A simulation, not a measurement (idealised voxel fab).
You're looking at the process module voxel wiring stack.
Xsec cut, 175 nm wide, square cell size 5 nm.
Bands, listed from the top down, are how a cross-section gets written in this document; the cross-section itself is a grid of square cells, and a band is one or more rows of them. Quick guide to a band line: top height, bottom height (nm) up front; then every material left to right with its width in nm. Only one material and it's marked "all across"? Then it fills the band edge to edge. And "blank" just means empty space. Heads up on the height convention: 0 is the point under which the incoming wafer is all one material, and the lowest band has no bottom, it just keeps going down, like "0 down". You'd read "30 to 40" like this: the band's top row of cells is as wide as the first number, its bottom row is as wide as the second, and going down, every row changes width by the same amount as the row before did. A step reported as "all unchanged" is a step in which no cell of the cross-section changed. Empty spaces counting at least 8 cells and having no open way to the top are listed in "Trapped cavities". The notation width x height at distance is used for each, the distance being from the left edge and all three values in nm. Heads up: the bit after the settings on a step's line is the simulator's remark on that step. "overlay nm", when on a step's line for a step with a mask, measures how far to the right of its planned place the mask lay; a negative measure means to the left.
-- Steps planned for the process
| 1 | RECEIVE | material Si |
| 2 | CONFORMAL_DEP | material SiO2 | thk nm 15 |
| 3 | DIRECTIONAL_DEP | material TiN | thk nm 5 |
| 4 | DIRECTIONAL_DEP | material Ru | thk nm 15 |
| 5 | MASKED_ETCH | tone cover | mask id METAL_1 | width nm 25 | pitch nm 55 | etch materials Ru | depth nm 15 | overlay nm 0 |
| 6 | MASKED_ETCH | tone cover | mask id METAL_1 | width nm 25 | pitch nm 55 | etch materials TiN | depth nm 5 | overlay nm 0 |
| 7 | FILL_DEP | material lowk | thk nm 5 |
| 8 | CMP | height nm 35 |
| 9 | CONFORMAL_DEP | material SiCN | thk nm 5 |
| 10 | DIRECTIONAL_DEP | material lowk | thk nm 10 |
| 11 | DIRECTIONAL_DEP | material aC | thk nm 15 |
| 12 | PATTERN | tone open | mask id PLUG_1 | material resist | width nm 15 | pitch nm 55 | thk nm 30 | overlay nm 0 |
| 13 | DIRECTIONAL_ETCH | etch materials aC | depth nm 15 |
| 14 | STRIP | etch materials resist |
| 15 | DIRECTIONAL_ETCH | etch materials lowk | depth nm 10 |
| 16 | DIRECTIONAL_ETCH | etch materials SiCN | depth nm 5 |
| 17 | STRIP | etch materials aC |
| 18 | CONFORMAL_DEP | material TiN | thk nm 5 |
| 19 | FILL_DEP | material Ru | thk nm 5 |
| 20 | CMP | height nm 50 |
| 21 | CONFORMAL_DEP | material SiCN | thk nm 5 |
| 22 | DIRECTIONAL_DEP | material SiO2 | thk nm 15 |
| 23 | PATTERN | tone open | mask id METAL_2 | material resist | width nm 25 | pitch nm 55 | thk nm 15 | overlay nm 0 |
| 24 | DIRECTIONAL_ETCH | etch materials SiO2 | depth nm 15 |
| 25 | DIRECTIONAL_ETCH | etch materials SiCN | depth nm 5 |
| 26 | STRIP | etch materials resist |
| 27 | CONFORMAL_DEP | material TiN | thk nm 5 |
| 28 | FILL_DEP | material Ru | thk nm 5 |
| 29 | CMP | height nm 70 |
| 30 | CONFORMAL_DEP | material SiCN | thk nm 5 |
| 31 | DIRECTIONAL_DEP | material SiO2 | thk nm 30 |
| 32 | MASKED_ETCH | tone open | mask id METAL_3_HOLES | width nm 15 | etch materials SiO2 | depth nm 30 | overlay nm 0 |
| 33 | MASKED_ETCH | tone open | mask id METAL_3 | width nm 25 | pitch nm 55 | etch materials SiO2 | depth nm 15 | overlay nm 0 |
| 34 | MASKED_ETCH | tone open | mask id METAL_3 | width nm 25 | pitch nm 55 | etch materials SiCN | depth nm 5 | overlay nm 0 |
| 35 | CONFORMAL_DEP | material TiN | thk nm 5 |
| 36 | FILL_DEP | material Ru | thk nm 5 |
| 37 | CMP | height nm 105 |
| 38 | CONFORMAL_DEP | material SiCN | thk nm 5 |
The wafers in this document start out alike and differ in the thk nm applied at step 3; the plan shows the value used for the first wafer.
-- The first of several wafers, as received after step 1, seen in section
> 0 down  Si all across
> Trapped cavities: none
-- Module finished, last step 38 done: cross-section of the first of several wafers
> 110 to 105  SiCN all across
> 105 to 95  SiO2 (45), then TiN (5), then Ru (15), then TiN (5), then SiO2 (30), then TiN (5), then Ru (15), then TiN (5), then SiO2 (50)
> 95 to 90  SiO2 (45), then TiN (5), then Ru (5), then TiN (15), then SiO2 (30), then TiN (25), then SiO2 (50)
> 90 to 75  SiO2 (45), then TiN (5), then Ru (5), then TiN (5), then SiO2 (115)
> 75 to 70  SiCN (45), then TiN (15), then SiCN (115)
> 70 to 55  SiO2 (45), then TiN (5), then Ru (15), then TiN (5), then SiO2 (30), then TiN (5), then Ru (15), then TiN (5), then SiO2 (50)
> 55 to 50  SiCN (45), then TiN (25), then SiCN (30), then TiN (25), then SiCN (50)
> 50 to 40  lowk (45), then TiN (5), then Ru (5), then TiN (5), then lowk (40), then TiN (5), then Ru (5), then TiN (5), then lowk (60)
> 40 to 35  SiCN (45), then TiN (15), then SiCN (40), then TiN (15), then SiCN (60)
> 35 to 20  lowk (45), then Ru (25), then lowk (30), then Ru (25), then lowk (50)
> 20 to 15  lowk (45), then TiN (25), then lowk (30), then TiN (25), then lowk (50)
> 15 to 0  SiO2 all across
> 0 down  Si all across
> Trapped cavities: none
-- The final wafer, sectioned at module end
> 110 to 105  SiCN all across
> 105 to 95  SiO2 (45), then TiN (5), then Ru (15), then TiN (5), then SiO2 (30), then TiN (5), then Ru (15), then TiN (5), then SiO2 (50)
> 95 to 90  SiO2 (45), then TiN (5), then Ru (5), then TiN (15), then SiO2 (30), then TiN (25), then SiO2 (50)
> 90 to 75  SiO2 (45), then TiN (5), then Ru (5), then TiN (5), then SiO2 (115)
> 75 to 70  SiCN (45), then TiN (15), then SiCN (115)
> 70 to 55  SiO2 (45), then TiN (5), then Ru (15), then TiN (5), then SiO2 (30), then TiN (5), then Ru (15), then TiN (5), then SiO2 (50)
> 55 to 50  SiCN (45), then TiN (25), then SiCN (30), then TiN (25), then SiCN (50)
> 50 to 40  lowk (45), then TiN (5), then Ru (5), then TiN (5), then lowk (40), then TiN (5), then Ru (5), then TiN (5), then lowk (60)
> 40 to 35  SiCN (45), then TiN (15), then SiCN (40), then TiN (15), then SiCN (60)
> 35 to 30  lowk (45), then TiN (25), then lowk (30), then TiN (25), then lowk (50)
> 30 to 15  TiN all across
> 15 to 0  SiO2 all across
> 0 down  Si all across
> Trapped cavities: none
-- Per wafer (row), end of module: delta in cells per material since receipt, (+) for gained, (-) for lost; closed voids after that
thk nm 5; +68 Ru; +121 SiCN; +351 SiO2; +72 TiN; +158 lowk; Trapped cavities: none
thk nm 10; +58 Ru; +121 SiCN; +351 SiO2; +107 TiN; +133 lowk; Trapped cavities: none
thk nm 15; +48 Ru; +121 SiCN; +351 SiO2; +142 TiN; +108 lowk; Trapped cavities: none
thk nm 20; +38 Ru; +121 SiCN; +351 SiO2; +177 TiN; +83 lowk; Trapped cavities: none
